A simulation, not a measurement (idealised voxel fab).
Title: Process Module voxel tone inversion
Section cut is 220 nm wide and gridded with 5 nm square cells.
Bands, listed from the top down, are how a cross-section gets written in this document; the cross-section itself is a grid of square cells, and a band is one or more rows of them. The band entry comprises the height of the band's top followed by the height of its bottom, expressed in nm, and subsequently the band's materials from left to right, each stated together with its width in nm. Where a single material is marked with the word "throughout", that material fills the band from edge to edge. The word "blank" represents empty space. The reference from which all heights are counted is 0, the level beneath which the as-received wafer is entirely one material; the lowest band, having no lower bound, proceeds downward and is written after the example "from 0 down". When a width is written as two numbers, as in "30->40", the first number is the width in the top row of cells of the band and the second is the width in its bottom row, and the width changes by the same amount from each row to the next. A step reported as "no alterations made" is a step in which no cell of the cross-section changed. Basically, "Sealed void list" tells you about the enclosed voids: empty spaces with no open way to the top, 8 cells or bigger, each written width x height at distance, where distance is from the left edge, all in nm. Read whatever lies past the settings on a step's line as the simulator's own remark about the step. overlay nm: on a step with a mask, how far right of its planned place the mask lay; negative means left.

PLAN
1: RECEIVE, material Si
2: CONFORMAL_DEP, material SiN, thk nm 10
3: DIRECTIONAL_DEP, material polySi, thk nm 15
4: PATTERN, tone cover, mask id POSTS, material resist, width nm 25, pitch nm 40, thk nm 20, overlay nm 0
5: DIRECTIONAL_ETCH, etch materials polySi, depth nm 15
6: STRIP, etch materials resist
7: FILL_DEP, material SiO2, thk nm 10
8: CMP, height nm 25
9: STRIP, etch materials polySi

FIRST WAFER, TWO IN TOTAL, RUN AS PLANNED

AS-RECEIVED STATE OF THE WAFER IN CROSS-SECTION, EQUIVALENT TO POST-STEP 1
- from 0 down | Si throughout
- Sealed void list: none

WAFER SECTION VIEW AFTER PROCESSING STEP 2
- from 10 to 0 | SiN throughout
- Whatever lies below 0 is exactly as it was before.

WAFER SECTION VIEW AFTER PROCESSING STEP 3
- from 25 to 10 | polySi throughout
- Whatever lies below 10 is exactly as it was before.

WAFER SECTION VIEW AFTER PROCESSING STEP 4
- from 45 to 25 | 55 of blank, 25 of resist, 15 of blank, 25 of resist, 15 of blank, 25 of resist, 60 of blank
- Whatever lies below 25 is exactly as it was before.

WAFER SECTION VIEW AFTER PROCESSING STEP 5
- from 45 to 25 | 55 of blank, 25 of resist, 15 of blank, 25 of resist, 15 of blank, 25 of resist, 60 of blank
- from 25 to 10 | 55 of blank, 25 of polySi, 15 of blank, 25 of polySi, 15 of blank, 25 of polySi, 60 of blank
- Whatever lies below 10 is exactly as it was before.

WAFER SECTION VIEW AFTER PROCESSING STEP 6
- from 25 to 10 | 55 of blank, 25 of polySi, 15 of blank, 25 of polySi, 15 of blank, 25 of polySi, 60 of blank
- Whatever lies below 10 is exactly as it was before.

WAFER SECTION VIEW AFTER PROCESSING STEP 7
- from 35 to 25 | SiO2 throughout
- from 25 to 10 | 55 of SiO2, 25 of polySi, 15 of SiO2, 25 of polySi, 15 of SiO2, 25 of polySi, 60 of SiO2
- Whatever lies below 10 is exactly as it was before.

WAFER SECTION VIEW AFTER PROCESSING STEP 8
- from 25 to 10 | 55 of SiO2, 25 of polySi, 15 of SiO2, 25 of polySi, 15 of SiO2, 25 of polySi, 60 of SiO2
- Whatever lies below 10 is exactly as it was before.

WAFER SECTION VIEW AFTER PROCESSING STEP 9
- from 25 to 10 | 55 of SiO2, 25 of blank, 15 of SiO2, 25 of blank, 15 of SiO2, 25 of blank, 60 of SiO2
- Whatever lies below 10 is exactly as it was before.

WAFER TWO OF THE PAIR: SAME ORIGIN, SAME PLAN, ONE ERROR DURING THE RUN; IDENTICAL TO WAFER ONE UP TO AND INCLUDING STEP 1

Cross-section of the second wafer at the time by which step 2 should have been completed according to the plan: no alterations made

CROSS-SECTION OF THE SECOND WAFER AT THE TIME BY WHICH STEP 3 SHOULD HAVE BEEN COMPLETED ACCORDING TO THE PLAN
- from 15 to 0 | polySi throughout
- Whatever lies below 0 is exactly as it was before.

CROSS-SECTION OF THE SECOND WAFER AT THE TIME BY WHICH STEP 4 SHOULD HAVE BEEN COMPLETED ACCORDING TO THE PLAN
- from 35 to 15 | 55 of blank, 25 of resist, 15 of blank, 25 of resist, 15 of blank, 25 of resist, 60 of blank
- Whatever lies below 15 is exactly as it was before.

CROSS-SECTION OF THE SECOND WAFER AT THE TIME BY WHICH STEP 5 SHOULD HAVE BEEN COMPLETED ACCORDING TO THE PLAN
- from 35 to 15 | 55 of blank, 25 of resist, 15 of blank, 25 of resist, 15 of blank, 25 of resist, 60 of blank
- from 15 to 0 | 55 of blank, 25 of polySi, 15 of blank, 25 of polySi, 15 of blank, 25 of polySi, 60 of blank
- Whatever lies below 0 is exactly as it was before.

CROSS-SECTION OF THE SECOND WAFER AT THE TIME BY WHICH STEP 6 SHOULD HAVE BEEN COMPLETED ACCORDING TO THE PLAN
- from 15 to 0 | 55 of blank, 25 of polySi, 15 of blank, 25 of polySi, 15 of blank, 25 of polySi, 60 of blank
- Whatever lies below 0 is exactly as it was before.

CROSS-SECTION OF THE SECOND WAFER AT THE TIME BY WHICH STEP 7 SHOULD HAVE BEEN COMPLETED ACCORDING TO THE PLAN
- from 25 to 15 | SiO2 throughout
- from 15 to 0 | 55 of SiO2, 25 of polySi, 15 of SiO2, 25 of polySi, 15 of SiO2, 25 of polySi, 60 of SiO2
- Whatever lies below 0 is exactly as it was before.

Cross-section of the second wafer at the time by which step 8 should have been completed according to the plan: no alterations made

Cross-section of the second wafer at the time by which step 9 should have been completed according to the plan: no alterations made
Short version of what went wrong: step 2 of the plan was excluded from execution and never run
Count the cells at the end and the second wafer has more or fewer of some materials than the first: 88 fewer of SiN | 88 more of SiO2 | 45 more of polySi
